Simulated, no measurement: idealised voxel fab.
process module | voxel transistor to metal
cross-section cut | 155 nm wide | cells 5 nm
A cross-section is a grid of square cells, given in bands from the top down. A band is one or more rows of cells.
Each band's line starts with the height of the band's top and of its bottom, in nm. Then come its materials from left to right, each with its width in nm. One material with "throughout" fills the band from edge to edge. "air" is empty space.
Height 0 is the level under which the wafer as received is all one material. The lowest band goes on downwards, as in "0 down".
A width such as "30 to 40" changes by the same amount from each row of cells to the next, from the band's top row to its bottom row.
"no change" after a step means that no cell of the cross-section changed.
closed voids: empty space of 8 cells or more with no open way to the top, each as width x height at its distance from the left edge, in nm
after a step's settings: what the simulator itself notes on the step
overlay nm, on a step with a mask: how far to the right of its planned place the mask lay; to the left if negative
Each pair below shows a cross-section before one step and the cross-section after it, down to the lowest band that changed. The line under each pair gives the step between them, with its settings. The pairs can come from different runs of this module on the same starting wafer, so a pair continues from the pair above only where its "before" says so.
before
  0 down: Si throughout
  closed voids: none
after
  0 to -5: SiO2 throughout
  below -5: unchanged
  closed voids: none
the step between: op OXIDIZE | depth nm 5
before: the cross-section after the pair above
after
  15 to 0: SiN throughout
  below 0: unchanged
  closed voids: none
the step between: op CONFORMAL_DEP | material SiN | thk nm 15
before: the cross-section after the pair above
after
  30 to 15: aC throughout
  below 15: unchanged
  closed voids: none
the step between: op DIRECTIONAL_DEP | material aC | thk nm 15
before: the cross-section after the pair above
after
  65 to 30: air 20 | resist 110 | air 25
  below 30: unchanged
  closed voids: none
the step between: op PATTERN | tone cover | mask id ACTIVE | material resist | width nm 110 | thk nm 35 | overlay nm 0
before: the cross-section after the pair above
after
  50 to 30: air 20 | resist 110 | air 25
  30 to 15: air 20 | aC 110 | air 25
  below 15: unchanged
  closed voids: none
the step between: op DIRECTIONAL_ETCH | etch materials aC | depth nm 15
before: the cross-section after the pair above
after
  30 to 15: air 20 | aC 110 | air 25
  below 15: unchanged
  closed voids: none
the step between: op STRIP | etch materials resist
before: the cross-section after the pair above
after
  30 to 15: air 20 | aC 110 | air 25
  15 to 0: air 20 | SiN 110 | air 25
  below 0: unchanged
  closed voids: none
the step between: op DIRECTIONAL_ETCH | etch materials SiN | depth nm 15
before: the cross-section after the pair above
after
  30 to 15: air 20 | aC 110 | air 25
  15 to 0: air 20 | SiN 110 | air 25
  0 to -5: air 20 | SiO2 110 | air 25
  below -5: unchanged
  closed voids: none
the step between: op DIRECTIONAL_ETCH | etch materials SiO2 | depth nm 5
before: the cross-section after the pair above
after
  30 to 15: air 20 | aC 110 | air 25
  15 to 0: air 20 | SiN 110 | air 25
  0 to -5: air 20 | SiO2 110 | air 25
  -5 to -40: air 20 | Si 110 | air 25
  below -40: unchanged
  closed voids: none
the step between: op DIRECTIONAL_ETCH | etch materials Si | depth nm 35
before: the cross-section after the pair above
after
  15 to 0: air 20 | SiN 110 | air 25
  below 0: unchanged
  closed voids: none
the step between: op STRIP | etch materials aC
before: the cross-section after the pair above
after
  15 to 0: air 20 | SiN 110 | air 25
  0 to -5: air 20 | SiO2 110 | air 25
  -5 to -40: air 20 | SiO2 5 | Si 100 | SiO2 5 | air 25
  -40 to -45: SiO2 25 | Si 100 | SiO2 30
  below -45: unchanged
  closed voids: none
the step between: op OXIDIZE | depth nm 5
before: the cross-section after the pair above
after
  30 to 15: SiO2 throughout
  15 to 0: SiO2 20 | SiN 110 | SiO2 25
  0 to -5: SiO2 throughout
  -5 to -45: SiO2 25 | Si 100 | SiO2 30
  below -45: unchanged
  closed voids: none
the step between: op FILL_DEP | material SiO2 | thk nm 15
before: the cross-section after the pair above
after
  15 to 0: SiO2 20 | SiN 110 | SiO2 25
  below 0: unchanged
  closed voids: none
the step between: op CMP | height nm 15
before: the cross-section after the pair above
after
  15 to 5: air 20 | SiN 110 | air 25
  below 5: unchanged
  closed voids: none
the step between: op SELECTIVE_ETCH | etch materials SiO2 | depth nm 10
before: the cross-section after the pair above
after
  5 to 0: SiO2 20 | air 110 | SiO2 25
  below 0: unchanged
  closed voids: none
the step between: op STRIP | etch materials SiN
before: the cross-section after the pair above
after
  0 to -5: SiO2 15 | air 120 | SiO2 20
  below -5: unchanged
  closed voids: none
the step between: op SELECTIVE_ETCH | etch materials SiO2 | depth nm 5
before: the cross-section after the pair above
after
  0 to -5: SiO2 15 | air 120 | SiO2 20
  -5 to -10: SiO2 throughout
  below -10: unchanged
  closed voids: none
the step between: op OXIDIZE | depth nm 5
before: the cross-section after the pair above
after
  25 to 20: polySi 15 | air 120 | polySi 20
  20 to 0: polySi throughout
  0 to -5: SiO2 15 | polySi 120 | SiO2 20
  below -5: unchanged
  closed voids: none
the step between: op DIRECTIONAL_DEP | material polySi | thk nm 25
before: the cross-section after the pair above
after
  35 to 30: SiCN 15 | air 120 | SiCN 20
  30 to 25: SiCN throughout
  25 to 20: polySi 15 | SiCN 120 | polySi 20
  below 20: unchanged
  closed voids: none
the step between: op DIRECTIONAL_DEP | material SiCN | thk nm 10
before: the cross-section after the pair above
after
  45 to 40: aC 15 | air 120 | aC 20
  40 to 35: aC throughout
  35 to 30: SiCN 15 | aC 120 | SiCN 20
  below 30: unchanged
  closed voids: none
the step between: op DIRECTIONAL_DEP | material aC | thk nm 10
before: the cross-section after the pair above
after
  70 to 45: air 65 | resist 20 | air 70
  45 to 40: aC 15 | air 50 | resist 20 | air 50 | aC 20
  below 40: unchanged
  closed voids: none
the step between: op PATTERN | tone cover | mask id GATE | material resist | width nm 20 | thk nm 25 | overlay nm 0
before: the cross-section after the pair above
after
  60 to 40: air 65 | resist 20 | air 70
  40 to 35: air 65 | aC 20 | air 70
  35 to 30: SiCN 15 | air 50 | aC 20 | air 50 | SiCN 20
  below 30: unchanged
  closed voids: none
the step between: op DIRECTIONAL_ETCH | etch materials aC | depth nm 10
before: the cross-section after the pair above
after
  40 to 35: air 65 | aC 20 | air 70
  below 35: unchanged
  closed voids: none
the step between: op STRIP | etch materials resist
before: the cross-section after the pair above
after
  40 to 30: air 65 | aC 20 | air 70
  30 to 25: air 65 | SiCN 20 | air 70
  25 to 20: polySi 15 | air 50 | SiCN 20 | air 50 | polySi 20
  below 20: unchanged
  closed voids: none
the step between: op DIRECTIONAL_ETCH | etch materials SiCN | depth nm 20
before: the cross-section after the pair above
after
  40 to 30: air 65 | aC 20 | air 70
  30 to 20: air 65 | SiCN 20 | air 70
  20 to 0: air 65 | polySi 20 | air 70
  0 to -5: SiO2 15 | air 50 | polySi 20 | air 50 | SiO2 20
  below -5: unchanged
  closed voids: none
the step between: op DIRECTIONAL_ETCH | etch materials polySi | depth nm 35
before: the cross-section after the pair above
after
  30 to 20: air 65 | SiCN 20 | air 70
  below 20: unchanged
  closed voids: none
the step between: op STRIP | etch materials aC
before: the cross-section after the pair above
after
  35 to 30: air 60 | SiN 30 | air 65
  30 to 20: air 60 | SiN 5 | SiCN 20 | SiN 5 | air 65
  20 to 5: air 60 | SiN 5 | polySi 20 | SiN 5 | air 65
  5 to 0: SiN 20 | air 40 | SiN 5 | polySi 20 | SiN 5 | air 40 | SiN 25
  0 to -5: SiO2 15 | SiN 50 | polySi 20 | SiN 50 | SiO2 20
  below -5: unchanged
  closed voids: none
the step between: op CONFORMAL_DEP | material SiN | thk nm 5
before: the cross-section after the pair above
after
  30 to 20: air 60 | SiN 5 | SiCN 20 | SiN 5 | air 65
  20 to 0: air 60 | SiN 5 | polySi 20 | SiN 5 | air 65
  0 to -5: SiO2 15 | SiN 5 | air 40 | SiN 5 | polySi 20 | SiN 5 | air 40 | SiN 5 | SiO2 20
  below -5: unchanged
  closed voids: none
the step between: op DIRECTIONAL_ETCH | etch materials SiN | depth nm 5
before: the cross-section after the pair above
after
  30 to 20: air 60 | SiN 5 | SiCN 20 | SiN 5 | air 65
  20 to 0: air 60 | SiN 5 | polySi 20 | SiN 5 | air 65
  0 to -5: air 15 | SiN 5 | air 40 | SiN 5 | polySi 20 | SiN 5 | air 40 | SiN 5 | air 20
  -5 to -10: SiO2 20 | air 40 | SiO2 30 | air 40 | SiO2 25
  below -10: unchanged
  closed voids: none
the step between: op DIRECTIONAL_ETCH | etch materials SiO2 | depth nm 5
before: the cross-section after the pair above
after
  30 to 20: air 60 | SiN 5 | SiCN 20 | SiN 5 | air 65
  20 to 0: air 60 | SiN 5 | polySi 20 | SiN 5 | air 65
  0 to -5: air 15 | SiN 5 | air 40 | SiN 5 | polySi 20 | SiN 5 | air 40 | SiN 5 | air 20
  -5 to -10: SiO2 20 | air 40 | SiO2 30 | air 40 | SiO2 25
  -10 to -20: SiO2 25 | air 35 | Si 30 | air 35 | SiO2 30
  below -20: unchanged
  closed voids: none
the step between: op DIRECTIONAL_ETCH | etch materials Si | depth nm 10
before: the cross-section after the pair above
after
  30 to 20: air 60 | SiN 5 | SiCN 20 | SiN 5 | air 65
  20 to 5: air 60 | SiN 5 | polySi 20 | SiN 5 | air 65
  5 to 0: air 45 | pSi 15 | SiN 5 | polySi 20 | SiN 5 | pSi 15 | air 50
  0 to -5: air 15 | SiN 5 | air 25 | pSi 15 | SiN 5 | polySi 20 | SiN 5 | pSi 15 | air 25 | SiN 5 | air 20
  -5 to -10: SiO2 20 | pSi 40 | SiO2 30 | pSi 40 | SiO2 25
  -10 to -20: SiO2 25 | pSi 35 | Si 30 | pSi 35 | SiO2 30
  below -20: unchanged
  closed voids: none
the step between: op EPI | material pSi | thk nm 15
before: the cross-section after the pair above
after
  40 to 30: SiO2 throughout
  30 to 20: SiO2 60 | SiN 5 | SiCN 20 | SiN 5 | SiO2 65
  20 to 5: SiO2 60 | SiN 5 | polySi 20 | SiN 5 | SiO2 65
  5 to 0: SiO2 45 | pSi 15 | SiN 5 | polySi 20 | SiN 5 | pSi 15 | SiO2 50
  0 to -5: SiO2 15 | SiN 5 | SiO2 25 | pSi 15 | SiN 5 | polySi 20 | SiN 5 | pSi 15 | SiO2 25 | SiN 5 | SiO2 20
  below -5: unchanged
  closed voids: none
the step between: op FILL_DEP | material SiO2 | thk nm 10
before: the cross-section after the pair above
after
  30 to 20: SiO2 60 | SiN 5 | SiCN 20 | SiN 5 | SiO2 65
  below 20: unchanged
  closed voids: none
the step between: op CMP | height nm 30
before: the cross-section after the pair above
after
  45 to 30: SiO2 throughout
  below 30: unchanged
  closed voids: none
the step between: op DIRECTIONAL_DEP | material SiO2 | thk nm 15
before: the cross-section after the pair above
after
  45 to 30: SiO2 30 | air 30 | SiO2 30 | air 30 | SiO2 35
  30 to 20: SiO2 30 | air 30 | SiN 5 | SiCN 20 | SiN 5 | air 30 | SiO2 35
  20 to 5: SiO2 30 | air 30 | SiN 5 | polySi 20 | SiN 5 | air 30 | SiO2 35
  5 to 0: SiO2 30 | air 15 | pSi 15 | SiN 5 | polySi 20 | SiN 5 | pSi 15 | air 15 | SiO2 35
  0 to -5: SiO2 15 | SiN 5 | SiO2 10 | air 15 | pSi 15 | SiN 5 | polySi 20 | SiN 5 | pSi 15 | air 15 | SiO2 10 | SiN 5 | SiO2 20
  below -5: unchanged
  closed voids: none
the step between: op MASKED_ETCH | tone open | mask id CONTACT | width nm 30 | pitch nm 60 | etch materials SiO2 | depth nm 50 | overlay nm 0
before: the cross-section after the pair above
after
  50 to 45: TiN 35 | air 20 | TiN 40 | air 20 | TiN 40
  45 to 30: SiO2 30 | TiN 5 | air 20 | TiN 5 | SiO2 30 | TiN 5 | air 20 | TiN 5 | SiO2 35
  30 to 20: SiO2 30 | TiN 5 | air 20 | TiN 5 | SiN 5 | SiCN 20 | SiN 5 | TiN 5 | air 20 | TiN 5 | SiO2 35
  20 to 10: SiO2 30 | TiN 5 | air 20 | TiN 5 | SiN 5 | polySi 20 | SiN 5 | TiN 5 | air 20 | TiN 5 | SiO2 35
  10 to 5: SiO2 30 | TiN 5 | air 5 | TiN 20 | SiN 5 | polySi 20 | SiN 5 | TiN 20 | air 5 | TiN 5 | SiO2 35
  5 to 0: SiO2 30 | TiN 5 | air 5 | TiN 5 | pSi 15 | SiN 5 | polySi 20 | SiN 5 | pSi 15 | TiN 5 | air 5 | TiN 5 | SiO2 35
  0 to -5: SiO2 15 | SiN 5 | SiO2 10 | TiN 15 | pSi 15 | SiN 5 | polySi 20 | SiN 5 | pSi 15 | TiN 15 | SiO2 10 | SiN 5 | SiO2 20
  below -5: unchanged
  closed voids: none
the step between: op CONFORMAL_DEP | material TiN | thk nm 5
before: the cross-section after the pair above
after
  60 to 50: Ru throughout
  50 to 45: TiN 35 | Ru 20 | TiN 40 | Ru 20 | TiN 40
  45 to 30: SiO2 30 | TiN 5 | Ru 20 | TiN 5 | SiO2 30 | TiN 5 | Ru 20 | TiN 5 | SiO2 35
  30 to 20: SiO2 30 | TiN 5 | Ru 20 | TiN 5 | SiN 5 | SiCN 20 | SiN 5 | TiN 5 | Ru 20 | TiN 5 | SiO2 35
  20 to 10: SiO2 30 | TiN 5 | Ru 20 | TiN 5 | SiN 5 | polySi 20 | SiN 5 | TiN 5 | Ru 20 | TiN 5 | SiO2 35
  10 to 5: SiO2 30 | TiN 5 | Ru 5 | TiN 20 | SiN 5 | polySi 20 | SiN 5 | TiN 20 | Ru 5 | TiN 5 | SiO2 35
  5 to 0: SiO2 30 | TiN 5 | Ru 5 | TiN 5 | pSi 15 | SiN 5 | polySi 20 | SiN 5 | pSi 15 | TiN 5 | Ru 5 | TiN 5 | SiO2 35
  below 0: unchanged
  closed voids: none
the step between: op FILL_DEP | material Ru | thk nm 10
before: the cross-section after the pair above
after
  45 to 30: SiO2 30 | TiN 5 | Ru 20 | TiN 5 | SiO2 30 | TiN 5 | Ru 20 | TiN 5 | SiO2 35
  below 30: unchanged
  closed voids: none
the step between: op CMP | height nm 45
before: the cross-section after the pair above
after
  50 to 45: SiCN throughout
  below 45: unchanged
  closed voids: none
the step between: op CONFORMAL_DEP | material SiCN | thk nm 5
before: the cross-section after the pair above
after
  75 to 50: SiO2 throughout
  below 50: unchanged
  closed voids: none
the step between: op DIRECTIONAL_DEP | material SiO2 | thk nm 25
before: the cross-section after the pair above
after
  95 to 75: resist 30 | air 20 | resist 50 | air 20 | resist 35
  below 75: unchanged
  closed voids: none
the step between: op PATTERN | tone open | mask id METAL_1 | material resist | width nm 20 | pitch nm 70 | thk nm 20 | overlay nm 0
before: the cross-section after the pair above
after
  95 to 75: resist 30 | air 20 | resist 50 | air 20 | resist 35
  75 to 50: SiO2 30 | air 20 | SiO2 50 | air 20 | SiO2 35
  below 50: unchanged
  closed voids: none
the step between: op DIRECTIONAL_ETCH | etch materials SiO2 | depth nm 25
before: the cross-section after the pair above
after
  95 to 75: resist 30 | air 20 | resist 50 | air 20 | resist 35
  75 to 50: SiO2 30 | air 20 | SiO2 50 | air 20 | SiO2 35
  50 to 45: SiCN 30 | air 20 | SiCN 50 | air 20 | SiCN 35
  below 45: unchanged
  closed voids: none
the step between: op DIRECTIONAL_ETCH | etch materials SiCN | depth nm 5
before: the cross-section after the pair above
after
  75 to 50: SiO2 30 | air 20 | SiO2 50 | air 20 | SiO2 35
  below 50: unchanged
  closed voids: none
the step between: op STRIP | etch materials resist
before: the cross-section after the pair above
after
  80 to 75: TiN 35 | air 10 | TiN 60 | air 10 | TiN 40
  75 to 50: SiO2 30 | TiN 5 | air 10 | TiN 5 | SiO2 50 | TiN 5 | air 10 | TiN 5 | SiO2 35
  50 to 45: SiCN 30 | TiN 20 | SiCN 50 | TiN 20 | SiCN 35
  below 45: unchanged
  closed voids: none
the step between: op CONFORMAL_DEP | material TiN | thk nm 5
before: the cross-section after the pair above
after
  85 to 80: W throughout
  80 to 75: TiN 35 | W 10 | TiN 60 | W 10 | TiN 40
  75 to 50: SiO2 30 | TiN 5 | W 10 | TiN 5 | SiO2 50 | TiN 5 | W 10 | TiN 5 | SiO2 35
  below 50: unchanged
  closed voids: none
the step between: op FILL_DEP | material W | thk nm 5
before: the cross-section after the pair above
after
  75 to 50: SiO2 30 | TiN 5 | W 10 | TiN 5 | SiO2 50 | TiN 5 | W 10 | TiN 5 | SiO2 35
  below 50: unchanged
  closed voids: none
the step between: op CMP | height nm 75
before: the cross-section after the pair above
after
  80 to 75: air 25 | Ru 30 | air 40 | Ru 30 | air 30
  below 75: unchanged
  closed voids: none
the step between: op EPI | material Ru | thk nm 5
before: the cross-section after the pair above
after
  85 to 80: SiCN throughout
  80 to 75: SiCN 25 | Ru 30 | SiCN 40 | Ru 30 | SiCN 30
  below 75: unchanged
  closed voids: none
the step between: op FILL_DEP | material SiCN | thk nm 5
before
  60 to 50: Ru throughout
  50 to 45: TiN 35 | Ru 20 | TiN 40 | Ru 20 | TiN 40
  45 to 30: SiO2 30 | TiN 5 | Ru 20 | TiN 5 | SiO2 30 | TiN 5 | Ru 20 | TiN 5 | SiO2 35
  30 to 20: SiO2 30 | TiN 5 | Ru 20 | TiN 5 | SiN 5 | SiCN 20 | SiN 5 | TiN 5 | Ru 20 | TiN 5 | SiO2 35
  20 to 10: SiO2 30 | TiN 5 | Ru 20 | TiN 5 | SiN 5 | polySi 20 | SiN 5 | TiN 5 | Ru 20 | TiN 5 | SiO2 35
  10 to 5: SiO2 30 | TiN 5 | Ru 5 | TiN 20 | SiN 5 | polySi 20 | SiN 5 | TiN 20 | Ru 5 | TiN 5 | SiO2 35
  5 to 0: SiO2 30 | TiN 5 | Ru 5 | TiN 5 | pSi 15 | SiN 5 | polySi 20 | SiN 5 | pSi 15 | TiN 5 | Ru 5 | TiN 5 | SiO2 35
  0 to -5: SiO2 15 | SiN 5 | SiO2 10 | TiN 15 | pSi 15 | SiN 5 | polySi 20 | SiN 5 | pSi 15 | TiN 15 | SiO2 10 | SiN 5 | SiO2 20
  -5 to -10: SiO2 20 | pSi 40 | SiO2 30 | pSi 40 | SiO2 25
  -10 to -20: SiO2 25 | pSi 35 | Si 30 | pSi 35 | SiO2 30
  -20 to -45: SiO2 25 | Si 100 | SiO2 30
  -45 down: Si throughout
  closed voids: none
after
  65 to 60: SiCN throughout
  below 60: unchanged
  closed voids: none
the step between: op CONFORMAL_DEP | material SiCN | thk nm 5
before: the cross-section after the pair above
after
  90 to 65: SiO2 throughout
  below 65: unchanged
  closed voids: none
the step between: op DIRECTIONAL_DEP | material SiO2 | thk nm 25
before: the cross-section after the pair above
after
  110 to 90: resist 30 | air 20 | resist 50 | air 20 | resist 35
  below 90: unchanged
  closed voids: none
the step between: op PATTERN | tone open | mask id METAL_1 | material resist | width nm 20 | pitch nm 70 | thk nm 20 | overlay nm 0
before: the cross-section after the pair above
after
  110 to 90: resist 30 | air 20 | resist 50 | air 20 | resist 35
  90 to 65: SiO2 30 | air 20 | SiO2 50 | air 20 | SiO2 35
  below 65: unchanged
  closed voids: none
the step between: op DIRECTIONAL_ETCH | etch materials SiO2 | depth nm 25
before: the cross-section after the pair above
after
  110 to 90: resist 30 | air 20 | resist 50 | air 20 | resist 35
  90 to 65: SiO2 30 | air 20 | SiO2 50 | air 20 | SiO2 35
  65 to 60: SiCN 30 | air 20 | SiCN 50 | air 20 | SiCN 35
  below 60: unchanged
  closed voids: none
the step between: op DIRECTIONAL_ETCH | etch materials SiCN | depth nm 5
before: the cross-section after the pair above
after
  90 to 65: SiO2 30 | air 20 | SiO2 50 | air 20 | SiO2 35
  below 65: unchanged
  closed voids: none
the step between: op STRIP | etch materials resist
before: the cross-section after the pair above
after
  95 to 90: TiN 35 | air 10 | TiN 60 | air 10 | TiN 40
  90 to 65: SiO2 30 | TiN 5 | air 10 | TiN 5 | SiO2 50 | TiN 5 | air 10 | TiN 5 | SiO2 35
  65 to 60: SiCN 30 | TiN 20 | SiCN 50 | TiN 20 | SiCN 35
  below 60: unchanged
  closed voids: none
the step between: op CONFORMAL_DEP | material TiN | thk nm 5
before: the cross-section after the pair above
after
  100 to 95: W throughout
  95 to 90: TiN 35 | W 10 | TiN 60 | W 10 | TiN 40
  90 to 65: SiO2 30 | TiN 5 | W 10 | TiN 5 | SiO2 50 | TiN 5 | W 10 | TiN 5 | SiO2 35
  below 65: unchanged
  closed voids: none
the step between: op FILL_DEP | material W | thk nm 5
before: the cross-section after the pair above
after
  75 to 65: SiO2 30 | TiN 5 | W 10 | TiN 5 | SiO2 50 | TiN 5 | W 10 | TiN 5 | SiO2 35
  below 65: unchanged
  closed voids: none
the step between: op CMP | height nm 75
before: the cross-section after the pair above
after
  80 to 75: air 25 | Ru 30 | air 40 | Ru 30 | air 30
  below 75: unchanged
  closed voids: none
the step between: op EPI | material Ru | thk nm 5
before: the cross-section after the pair above
after
  85 to 80: SiCN throughout
  80 to 75: SiCN 25 | Ru 30 | SiCN 40 | Ru 30 | SiCN 30
  below 75: unchanged
  closed voids: none
the step between: op FILL_DEP | material SiCN | thk nm 5
before
  30 to 15: air 20 | aC 110 | air 25
  15 to 0: air 20 | SiN 110 | air 25
  0 to -5: air 20 | SiO2 110 | air 25
  -5 to -40: air 20 | Si 110 | air 25
  -40 down: Si throughout
  closed voids: none
after
  30 to 15: air 20 | aC 110 | air 25
  15 to 0: air 20 | SiN 110 | air 25
  0 to -5: air 20 | SiO2 110 | air 25
  -5 to -75: air 20 | Si 110 | air 25
  below -75: unchanged
  closed voids: none
the step between: op DIRECTIONAL_ETCH | etch materials Si | depth nm 35
before: the cross-section after the pair above
after
  15 to 0: air 20 | SiN 110 | air 25
  below 0: unchanged
  closed voids: none
the step between: op STRIP | etch materials aC
before: the cross-section after the pair above
after
  15 to 0: air 20 | SiN 110 | air 25
  0 to -5: air 20 | SiO2 110 | air 25
  -5 to -75: air 20 | SiO2 5 | Si 100 | SiO2 5 | air 25
  -75 to -80: SiO2 25 | Si 100 | SiO2 30
  below -80: unchanged
  closed voids: none
the step between: op OXIDIZE | depth nm 5
before: the cross-section after the pair above
after
  30 to 15: SiO2 throughout
  15 to 0: SiO2 20 | SiN 110 | SiO2 25
  0 to -5: SiO2 throughout
  -5 to -80: SiO2 25 | Si 100 | SiO2 30
  below -80: unchanged
  closed voids: none
the step between: op FILL_DEP | material SiO2 | thk nm 15
before: the cross-section after the pair above
after
  15 to 0: SiO2 20 | SiN 110 | SiO2 25
  below 0: unchanged
  closed voids: none
the step between: op CMP | height nm 15
before: the cross-section after the pair above
after
  15 to 5: air 20 | SiN 110 | air 25
  below 5: unchanged
  closed voids: none
the step between: op SELECTIVE_ETCH | etch materials SiO2 | depth nm 10
before: the cross-section after the pair above
after
  5 to 0: SiO2 20 | air 110 | SiO2 25
  below 0: unchanged
  closed voids: none
the step between: op STRIP | etch materials SiN
before: the cross-section after the pair above
after
  0 to -5: SiO2 15 | air 120 | SiO2 20
  below -5: unchanged
  closed voids: none
the step between: op SELECTIVE_ETCH | etch materials SiO2 | depth nm 5
before: the cross-section after the pair above
after
  0 to -5: SiO2 15 | air 120 | SiO2 20
  -5 to -10: SiO2 throughout
  below -10: unchanged
  closed voids: none
the step between: op OXIDIZE | depth nm 5
before: the cross-section after the pair above
after
  25 to 20: polySi 15 | air 120 | polySi 20
  20 to 0: polySi throughout
  0 to -5: SiO2 15 | polySi 120 | SiO2 20
  below -5: unchanged
  closed voids: none
the step between: op DIRECTIONAL_DEP | material polySi | thk nm 25
before: the cross-section after the pair above
after
  35 to 30: SiCN 15 | air 120 | SiCN 20
  30 to 25: SiCN throughout
  25 to 20: polySi 15 | SiCN 120 | polySi 20
  below 20: unchanged
  closed voids: none
the step between: op DIRECTIONAL_DEP | material SiCN | thk nm 10
before: the cross-section after the pair above
after
  45 to 40: aC 15 | air 120 | aC 20
  40 to 35: aC throughout
  35 to 30: SiCN 15 | aC 120 | SiCN 20
  below 30: unchanged
  closed voids: none
the step between: op DIRECTIONAL_DEP | material aC | thk nm 10
before: the cross-section after the pair above
after
  70 to 45: air 65 | resist 20 | air 70
  45 to 40: aC 15 | air 50 | resist 20 | air 50 | aC 20
  below 40: unchanged
  closed voids: none
the step between: op PATTERN | tone cover | mask id GATE | material resist | width nm 20 | thk nm 25 | overlay nm 0
before: the cross-section after the pair above
after
  60 to 40: air 65 | resist 20 | air 70
  40 to 35: air 65 | aC 20 | air 70
  35 to 30: SiCN 15 | air 50 | aC 20 | air 50 | SiCN 20
  below 30: unchanged
  closed voids: none
the step between: op DIRECTIONAL_ETCH | etch materials aC | depth nm 10
before: the cross-section after the pair above
after
  40 to 35: air 65 | aC 20 | air 70
  below 35: unchanged
  closed voids: none
the step between: op STRIP | etch materials resist
before: the cross-section after the pair above
after
  40 to 30: air 65 | aC 20 | air 70
  30 to 25: air 65 | SiCN 20 | air 70
  25 to 20: polySi 15 | air 50 | SiCN 20 | air 50 | polySi 20
  below 20: unchanged
  closed voids: none
the step between: op DIRECTIONAL_ETCH | etch materials SiCN | depth nm 20
before: the cross-section after the pair above
after
  40 to 30: air 65 | aC 20 | air 70
  30 to 20: air 65 | SiCN 20 | air 70
  20 to 0: air 65 | polySi 20 | air 70
  0 to -5: SiO2 15 | air 50 | polySi 20 | air 50 | SiO2 20
  below -5: unchanged
  closed voids: none
the step between: op DIRECTIONAL_ETCH | etch materials polySi | depth nm 35
before: the cross-section after the pair above
after
  30 to 20: air 65 | SiCN 20 | air 70
  below 20: unchanged
  closed voids: none
the step between: op STRIP | etch materials aC
before: the cross-section after the pair above
after
  35 to 30: air 60 | SiN 30 | air 65
  30 to 20: air 60 | SiN 5 | SiCN 20 | SiN 5 | air 65
  20 to 5: air 60 | SiN 5 | polySi 20 | SiN 5 | air 65
  5 to 0: SiN 20 | air 40 | SiN 5 | polySi 20 | SiN 5 | air 40 | SiN 25
  0 to -5: SiO2 15 | SiN 50 | polySi 20 | SiN 50 | SiO2 20
  below -5: unchanged
  closed voids: none
the step between: op CONFORMAL_DEP | material SiN | thk nm 5
before: the cross-section after the pair above
after
  30 to 20: air 60 | SiN 5 | SiCN 20 | SiN 5 | air 65
  20 to 0: air 60 | SiN 5 | polySi 20 | SiN 5 | air 65
  0 to -5: SiO2 15 | SiN 5 | air 40 | SiN 5 | polySi 20 | SiN 5 | air 40 | SiN 5 | SiO2 20
  below -5: unchanged
  closed voids: none
the step between: op DIRECTIONAL_ETCH | etch materials SiN | depth nm 5
before: the cross-section after the pair above
after
  30 to 20: air 60 | SiN 5 | SiCN 20 | SiN 5 | air 65
  20 to 0: air 60 | SiN 5 | polySi 20 | SiN 5 | air 65
  0 to -5: air 15 | SiN 5 | air 40 | SiN 5 | polySi 20 | SiN 5 | air 40 | SiN 5 | air 20
  -5 to -10: SiO2 20 | air 40 | SiO2 30 | air 40 | SiO2 25
  below -10: unchanged
  closed voids: none
the step between: op DIRECTIONAL_ETCH | etch materials SiO2 | depth nm 5
before: the cross-section after the pair above
after
  30 to 20: air 60 | SiN 5 | SiCN 20 | SiN 5 | air 65
  20 to 0: air 60 | SiN 5 | polySi 20 | SiN 5 | air 65
  0 to -5: air 15 | SiN 5 | air 40 | SiN 5 | polySi 20 | SiN 5 | air 40 | SiN 5 | air 20
  -5 to -10: SiO2 20 | air 40 | SiO2 30 | air 40 | SiO2 25
  -10 to -20: SiO2 25 | air 35 | Si 30 | air 35 | SiO2 30
  below -20: unchanged
  closed voids: none
the step between: op DIRECTIONAL_ETCH | etch materials Si | depth nm 10
before: the cross-section after the pair above
after
  30 to 20: air 60 | SiN 5 | SiCN 20 | SiN 5 | air 65
  20 to 5: air 60 | SiN 5 | polySi 20 | SiN 5 | air 65
  5 to 0: air 45 | pSi 15 | SiN 5 | polySi 20 | SiN 5 | pSi 15 | air 50
  0 to -5: air 15 | SiN 5 | air 25 | pSi 15 | SiN 5 | polySi 20 | SiN 5 | pSi 15 | air 25 | SiN 5 | air 20
  -5 to -10: SiO2 20 | pSi 40 | SiO2 30 | pSi 40 | SiO2 25
  -10 to -20: SiO2 25 | pSi 35 | Si 30 | pSi 35 | SiO2 30
  below -20: unchanged
  closed voids: none
the step between: op EPI | material pSi | thk nm 15
before: the cross-section after the pair above
after
  40 to 30: SiO2 throughout
  30 to 20: SiO2 60 | SiN 5 | SiCN 20 | SiN 5 | SiO2 65
  20 to 5: SiO2 60 | SiN 5 | polySi 20 | SiN 5 | SiO2 65
  5 to 0: SiO2 45 | pSi 15 | SiN 5 | polySi 20 | SiN 5 | pSi 15 | SiO2 50
  0 to -5: SiO2 15 | SiN 5 | SiO2 25 | pSi 15 | SiN 5 | polySi 20 | SiN 5 | pSi 15 | SiO2 25 | SiN 5 | SiO2 20
  below -5: unchanged
  closed voids: none
the step between: op FILL_DEP | material SiO2 | thk nm 10
before: the cross-section after the pair above
after
  30 to 20: SiO2 60 | SiN 5 | SiCN 20 | SiN 5 | SiO2 65
  below 20: unchanged
  closed voids: none
the step between: op CMP | height nm 30
before: the cross-section after the pair above
after
  45 to 30: SiO2 throughout
  below 30: unchanged
  closed voids: none
the step between: op DIRECTIONAL_DEP | material SiO2 | thk nm 15
before: the cross-section after the pair above
after
  45 to 30: SiO2 30 | air 30 | SiO2 30 | air 30 | SiO2 35
  30 to 20: SiO2 30 | air 30 | SiN 5 | SiCN 20 | SiN 5 | air 30 | SiO2 35
  20 to 5: SiO2 30 | air 30 | SiN 5 | polySi 20 | SiN 5 | air 30 | SiO2 35
  5 to 0: SiO2 30 | air 15 | pSi 15 | SiN 5 | polySi 20 | SiN 5 | pSi 15 | air 15 | SiO2 35
  0 to -5: SiO2 15 | SiN 5 | SiO2 10 | air 15 | pSi 15 | SiN 5 | polySi 20 | SiN 5 | pSi 15 | air 15 | SiO2 10 | SiN 5 | SiO2 20
  below -5: unchanged
  closed voids: none
the step between: op MASKED_ETCH | tone open | mask id CONTACT | width nm 30 | pitch nm 60 | etch materials SiO2 | depth nm 50 | overlay nm 0
